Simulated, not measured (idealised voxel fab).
Process module heading - voxel fin reveal
It is cross-section cut that appears here, measuring 165 nm in width, its square cells being 5 nm in size.
Throughout this document, each cross-section is represented as a grid of square cells and is presented as a sequence of bands enumerated from the top downward, where a band comprises one or more rows of cells. Each band's line starts with the height of the band's top and of its bottom, in nm. Then come its materials from left to right, each with its width in nm. One material with "all across" fills the band from edge to edge. "air" is empty space. Heads up on the height convention: 0 is the point under which the incoming wafer is all one material, and the lowest band has no bottom, it just keeps going down, like "z 0 and below". The two numbers in a width such as "30->40" mark its ends across the band: the first belongs to the top row of cells, the second to the bottom row, and from each row to the next the width moves by the same amount. "nothing got changed" -> step changed no cross-section cell. Reported under the label "Fully sealed cavities" are the empty spaces having no open way to the top and comprising 8 cells or more; the notation for each is width x height at distance, in which the distance is measured from the left edge and all three values are in nm. Post-settings text on a step line: simulator's own remark regarding the step. overlay nm: for a step with a mask, the amount by which the mask lay right of where it was planned; a negative amount means left of it.
Steps in the process plan
- 1: RECEIVE with material Si
- 2: CONFORMAL_DEP with material SiN, thk nm 10
- 3: PATTERN with tone cover, mask id FINS, material resist, width nm 15, pitch nm 35, thk nm 20, overlay nm 0
- 4: DIRECTIONAL_ETCH with etch materials SiN, depth nm 10
- 5: DIRECTIONAL_ETCH with etch materials Si, depth nm 30
- 6: STRIP with etch materials resist
- 7: FILL_DEP with material SiO2, thk nm 10
- 8: CMP with height nm 10
- 9: SELECTIVE_ETCH with etch materials SiO2, depth nm 25
- 10: STRIP with etch materials SiN
Shown in cross-section is the wafer as received, that is, as it stands after step 1
z 0 and below = Si all across
Fully sealed cavities: none
Cross-sectional result after module completion. Note: starting condition and plan are unchanged from above; one processing mistake was made
z 0 to -15 = Si 55, air 15, Si 20, air 15, Si 60
z -15 to -30 = Si 55, SiO2 15, Si 20, SiO2 15, Si 60
z -30 and below = Si all across
Fully sealed cavities: none
Which mistake was made when the wafer was run? step 3: run off-plan, actual operation and settings PATTERN with tone open, mask id FINS, material resist, width nm 15, pitch nm 35, thk nm 20, overlay nm 0
